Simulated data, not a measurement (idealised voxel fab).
Process module name: voxel lift off
175 nm wide, 5 nm square cells: that's cross-section cut.
Cross-section, as written here: a square-cell grid given band by band from the top down, where a band holds one or more rows of cells. What a band's entry tells you: where the top is and where the bottom is, as heights in nm, and after that what lies inside, material by material from left to right, each with its width in nm. Empty space is written as the word "blank", and a single material marked with the word "full width" occupies the band from edge to edge. Height datum 0, below which the as-received substrate wafer is one material. Lowest band open at the bottom, running downward: "0 down". Read "30->40" as a graded width: first number on top, second number at the bottom, same change between each pair of neighbouring rows. Given "no change occurred" for a step, no cell of the cross-section differs between before and after that step. Entry "Sealed internal voids". Content: empty spaces with no open connection to the top, size 8 cells or greater. Each: width x height at distance. Distance: from left edge. Unit: nm. Heads up: the bit after the settings on a step's line is the simulator's remark on that step. overlay nm: right-of-plan distance of the mask on a masked step; negative values mean left-of-plan.

Planned process steps:
| 1 | RECEIVE (material Si) |
| 2 | CONFORMAL_DEP (material SiO2; thk nm 5) |
| 3 | PATTERN (tone open; mask id LINES; material resist; width nm 15; pitch nm 40; thk nm 20; overlay nm 0) |
| 4 | DIRECTIONAL_DEP (material Ru; thk nm 5) |
| 5 | STRIP (etch materials resist) |
| 6 | CONFORMAL_DEP (material SiO2; thk nm 10) |
Heads up: all these wafers start the same, and what changes between them is the thk nm in step 4. The value you see in the plan is just what the first wafer got.

Cross-section: the first of several wafers in its as-received state, i.e. following step 1:
- 0 down  Si full width
- Sealed internal voids: none

Module end state after final step 6: cross-section of the first of several wafers:
- 20 to 15  blank=10, SiO2=35, blank=5, SiO2=35, blank=5, SiO2=35, blank=5, SiO2=35, blank=10
- 15 to 10  SiO2 full width
- 10 to 5  SiO2=20, Ru=15, SiO2=25, Ru=15, SiO2=25, Ru=15, SiO2=25, Ru=15, SiO2=20
- 5 to 0  SiO2 full width
- 0 down  Si full width
- Sealed internal voids: none

Final wafer of several, shown in cross-section at the end of the module:
- 30 to 20  blank=10, SiO2=35, blank=5, SiO2=35, blank=5, SiO2=35, blank=5, SiO2=35, blank=10
- 20 to 15  blank=10, SiO2=10, Ru=15, SiO2=10, blank=5, SiO2=10, Ru=15, SiO2=10, blank=5, SiO2=10, Ru=15, SiO2=10, blank=5, SiO2=10, Ru=15, SiO2=10, blank=10
- 15 to 5  SiO2=20, Ru=15, SiO2=25, Ru=15, SiO2=25, Ru=15, SiO2=25, Ru=15, SiO2=20
- 5 to 0  SiO2 full width
- 0 down  Si full width
- Sealed internal voids: none

Heads up, this table goes wafer by wafer. A row tells you, at the end of the module, how many cells of each material that wafer has put on (+) or dropped (-) since it was received, and then its closed voids:
thk nm 5; +12 Ru; +121 SiO2; Sealed internal voids: none
thk nm 10; +24 Ru; +137 SiO2; Sealed internal voids: none
thk nm 15; +36 Ru; +153 SiO2; Sealed internal voids: none
